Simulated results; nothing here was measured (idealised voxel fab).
You're looking at the process module voxel plated lines.
The cross-section on display is named cut; it measures 265 nm wide, and its cells are 5 nm squares.
Bands, listed from the top down, are how a cross-section gets written in this document; the cross-section itself is a grid of square cells, and a band is one or more rows of them.
Band: top height; bottom height; in nm. Then, left to right: material with width in nm, for each material. "full width": a single material spanning edge to edge. "blank": empty space.
Heads up on the height convention: 0 is the point under which the incoming wafer is all one material, and the lowest band has no bottom, it just keeps going down, like "z 0 and below".
The expression "30 to 40" gives the width at the extremes of the band, the first number at its top row of cells and the second at its bottom row, with the width changing by equal amounts from each row to the next in between.
The cross-section has no changed cell in any step marked "remained unchanged".
Reported under the label "Enclosed void list" are the empty spaces having no open way to the top and comprising 8 cells or more; the notation for each is width x height at distance, in which the distance is measured from the left edge and all three values are in nm.
Step line, after settings: the simulator's comment on this step.
On any step carrying a mask, the "overlay nm" setting, if present on the step's line, tells how far right of its planned place the mask lay; negative values point to the left.

SET OUT BELOW ARE THE PLANNED STEPS OF THE PROCESS
step 1: op RECEIVE | material Si
step 2: op CONFORMAL_DEP | material Al2O3 | thk nm 10
step 3: op DIRECTIONAL_DEP | material TiN | thk nm 5
step 4: op PATTERN | tone open | mask id LINES | material resist | width nm 15 | pitch nm 35 | thk nm 20 | overlay nm 0
step 5: op EPI | material Ru | thk nm 5
step 6: op STRIP | etch materials resist
step 7: op DIRECTIONAL_ETCH | etch materials TiN | depth nm 5
step 8: op CONFORMAL_DEP | material SiN | thk nm 10

CROSS-SECTION, INCOMING MATERIAL, AFTER STEP 1
z 0 and below | Si full width
Enclosed void list: none

CROSS-SECTION: FIRST OF TWO WAFERS, MODULE FINISHED, RUN ACCORDING TO PLAN
z 30 to 20 | blank=80, SiN=105, blank=80
z 20 to 15 | SiN=90, Ru=15, SiN=20, Ru=15, SiN=20, Ru=15, SiN=90
z 15 to 10 | SiN=90, TiN=15, SiN=20, TiN=15, SiN=20, TiN=15, SiN=90
z 10 to 0 | Al2O3 full width
z 0 and below | Si full width
Enclosed void list: none

SO THIS IS WAFER NUMBER TWO OF THE TWO, CUT AT THE END OF THE MODULE - IT STARTED WHERE THE FIRST DID AND HAD THE SAME PLAN, WE JUST GOT ONE THING WRONG RUNNING IT
z 30 to 20 | blank=70, SiN=105, blank=90
z 20 to 15 | SiN=80, Ru=15, SiN=20, Ru=15, SiN=20, Ru=15, SiN=100
z 15 to 10 | SiN=80, TiN=15, SiN=20, TiN=15, SiN=20, TiN=15, SiN=100
z 10 to 0 | Al2O3 full width
z 0 and below | Si full width
Enclosed void list: none
Want to know what went wrong? contrary to plan, step 4 was performed as op PATTERN | tone open | mask id LINES | material resist | width nm 15 | pitch nm 35 | thk nm 20 | overlay nm -10
At the end, each material covers as many cells on the second wafer as it does on the first, though the cells it covers are elsewhere.
